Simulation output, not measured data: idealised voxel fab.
Module name: voxel self aligned vias (process module)
Cross-section cut: width 210 nm, square cells of 5 nm.
Reading order for cross-sections: top band down to bottom band. Underlying form: a grid of square cells. Band size: one or more rows of cells. Within each band entry, the heights of the top and of the bottom of the band appear first, in that order and in nm; the materials of the band then follow from left to right, each with its corresponding width in nm. The designation "all across" on a single material indicates that it fills the band from edge to edge; the designation "blank" indicates empty space. For the purposes of this specification, 0 denotes the height below which the wafer in its as-received condition is composed wholly of one material, and the lowermost band, lacking a lower limit, extends downward without end, as expressed in "0 -> down". The two numbers in a width such as "30 to 40" mark its ends across the band: the first belongs to the top row of cells, the second to the bottom row, and from each row to the next the width moves by the same amount. It should be understood that the words "no change", when stated for a given step, signify that the cross-section underwent no change in any of its cells during that step. So "Closed void entries" is basically the list of trapped voids: any empty space of 8 cells or more that can't reach the top through an opening. They're written width x height at distance, the distance being from the left edge, and it's all nm. If you see something after the settings on a step's line, that's the simulator's own remark about that step. The "overlay nm" setting may appear on a step's line; for a step that uses a mask, it gives how far to the right of its planned position the mask lay, and a negative value indicates the left.
[Planned process steps]
- 1: op RECEIVE | material Si
- 2: op CONFORMAL_DEP | material SiO2 | thk nm 10
- 3: op CONFORMAL_DEP | material SiCN | thk nm 5
- 4: op DIRECTIONAL_DEP | material SiO2 | thk nm 30
- 5: op DIRECTIONAL_DEP | material aC | thk nm 10
- 6: op PATTERN | tone open | mask id LINES | material resist | width nm 25 | pitch nm 55 | thk nm 25 | overlay nm 0
- 7: op DIRECTIONAL_ETCH | etch materials aC | depth nm 10
- 8: op STRIP | etch materials resist
- 9: op DIRECTIONAL_ETCH | etch materials SiO2 | depth nm 30
- 10: op STRIP | etch materials aC
- 11: op CONFORMAL_DEP | material TiN | thk nm 5
- 12: op FILL_DEP | material Ru | thk nm 5
- 13: op CMP | height nm 45
- 14: op SELECTIVE_ETCH | etch materials W Ru TiN | depth nm 10
- 15: op FILL_DEP | material SiN | thk nm 5
- 16: op CMP | height nm 45
- 17: op DIRECTIONAL_DEP | material SiO2 | thk nm 15
- 18: op PATTERN | tone open | mask id VIAS | material resist | width nm 35 | thk nm 15 | overlay nm 0
- 19: op DIRECTIONAL_ETCH | etch materials SiO2 | depth nm 15
- 20: op DIRECTIONAL_ETCH | etch materials SiN | depth nm 10
- 21: op STRIP | etch materials resist
- 22: op CONFORMAL_DEP | material TiN | thk nm 5
- 23: op FILL_DEP | material W | thk nm 10
- 24: op CMP | height nm 60
- 25: op CONFORMAL_DEP | material SiN | thk nm 5
[This is the cross-section of the wafer as we received it, i.e. after step 1]
  0 -> down: Si all across
  Closed void entries: none
[Module complete - cross-section of the first of two wafers, run according to plan]
  65 -> 60: SiN all across
  60 -> 50: SiO2 60 nm  TiN 5 nm  W 25 nm  TiN 5 nm  SiO2 115 nm
  50 -> 45: SiO2 60 nm  TiN 10 nm  W 15 nm  TiN 10 nm  SiO2 115 nm
  45 -> 40: SiO2 65 nm  TiN 5 nm  W 15 nm  TiN 5 nm  SiO2 30 nm  SiN 25 nm  SiO2 65 nm
  40 -> 35: SiO2 65 nm  TiN 25 nm  SiO2 30 nm  SiN 25 nm  SiO2 65 nm
  35 -> 20: SiO2 65 nm  TiN 5 nm  Ru 15 nm  TiN 5 nm  SiO2 30 nm  TiN 5 nm  Ru 15 nm  TiN 5 nm  SiO2 65 nm
  20 -> 15: SiO2 65 nm  TiN 25 nm  SiO2 30 nm  TiN 25 nm  SiO2 65 nm
  15 -> 10: SiCN all across
  10 -> 0: SiO2 all across
  0 -> down: Si all across
  Closed void entries: none
[Wafer two (of two), end-of-module cross-section: start = wafer one, plan = wafer one, one run mistake]
  80 -> 75: SiN all across
  75 -> 65: W all across
  65 -> 60: TiN 65 nm  W 25 nm  TiN 120 nm
  60 -> 50: SiO2 60 nm  TiN 5 nm  W 25 nm  TiN 5 nm  SiO2 115 nm
  50 -> 45: SiO2 60 nm  TiN 10 nm  W 15 nm  TiN 10 nm  SiO2 115 nm
  45 -> 40: SiO2 65 nm  TiN 5 nm  W 15 nm  TiN 5 nm  SiO2 30 nm  SiN 25 nm  SiO2 65 nm
  40 -> 35: SiO2 65 nm  TiN 25 nm  SiO2 30 nm  SiN 25 nm  SiO2 65 nm
  35 -> 20: SiO2 65 nm  TiN 5 nm  Ru 15 nm  TiN 5 nm  SiO2 30 nm  TiN 5 nm  Ru 15 nm  TiN 5 nm  SiO2 65 nm
  20 -> 15: SiO2 65 nm  TiN 25 nm  SiO2 30 nm  TiN 25 nm  SiO2 65 nm
  15 -> 10: SiCN all across
  10 -> 0: SiO2 all across
  0 -> down: Si all across
  Closed void entries: none
Diagnosis: not run: step 24 of the plan (skipped)
In the final state, the cell counts of the second wafer exceed or fall short of those of the first for the following materials: 37 more of TiN, 89 more of W
